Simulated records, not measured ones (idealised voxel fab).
process module | voxel lift off
cross-section cut | 295 nm wide | cells 5 nm
A cross-section is a grid of square cells, given in bands from the top down. A band is one or more rows of cells.
Each band's line starts with the height of the band's top and of its bottom, in nm. Then come its materials from left to right, each with its width in nm. One material with "throughout" fills the band from edge to edge. "air" is empty space.
Height 0 is the level under which the wafer as received is all one material. The lowest band goes on downwards, as in "0 down".
A width such as "30 to 40" changes by the same amount from each row of cells to the next, from the band's top row to its bottom row.
"no change" after a step means that no cell of the cross-section changed.
closed voids: empty space of 8 cells or more with no open way to the top, each as width x height at its distance from the left edge, in nm
after a step's settings: what the simulator itself notes on the step
overlay nm, on a step with a mask: how far to the right of its planned place the mask lay; to the left if negative
plan
1 op RECEIVE | material Si
2 op CONFORMAL_DEP | material Al2O3 | thk nm 15
3 op PATTERN | tone open | mask id LINES | material resist | width nm 30 | pitch nm 55 | thk nm 15 | overlay nm 0
4 op DIRECTIONAL_DEP | material Ru | thk nm 5
5 op STRIP | etch materials resist
6 op CONFORMAL_DEP | material SiO2 | thk nm 10
first wafer, as planned
as received, after step 1
  0 down: Si throughout
  closed voids: none
after step 2
  15 to 0: Al2O3 throughout
  below 0: unchanged
after step 3
  30 to 15: resist 75 | air 30 | resist 25 | air 30 | resist 25 | air 30 | resist 80
  below 15: unchanged
after step 4
  35 to 30: Ru 75 | air 30 | Ru 25 | air 30 | Ru 25 | air 30 | Ru 80
  30 to 20: resist 75 | air 30 | resist 25 | air 30 | resist 25 | air 30 | resist 80
  20 to 15: resist 75 | Ru 30 | resist 25 | Ru 30 | resist 25 | Ru 30 | resist 80
  below 15: unchanged
after step 5
  20 to 15: air 75 | Ru 30 | air 25 | Ru 30 | air 25 | Ru 30 | air 80
  below 15: unchanged
after step 6
  30 to 25: air 65 | SiO2 50 | air 5 | SiO2 50 | air 5 | SiO2 50 | air 70
  25 to 20: SiO2 throughout
  20 to 15: SiO2 75 | Ru 30 | SiO2 25 | Ru 30 | SiO2 25 | Ru 30 | SiO2 80
  below 15: unchanged
second wafer: like start, like plan, one mistake. Through step 5 it matches the first wafer
when step 6 should have ended
  30 to 25: air 65 | Al2O3 50 | air 5 | Al2O3 50 | air 5 | Al2O3 50 | air 70
  25 to 20: Al2O3 throughout
  20 to 15: Al2O3 75 | Ru 30 | Al2O3 25 | Ru 30 | Al2O3 25 | Ru 30 | Al2O3 80
  below 15: unchanged
what went wrong: step 6 ran as: op CONFORMAL_DEP | material Al2O3 | thk nm 10
at the end the second wafer has, in cells: 130 more of Al2O3 | 130 fewer of SiO2
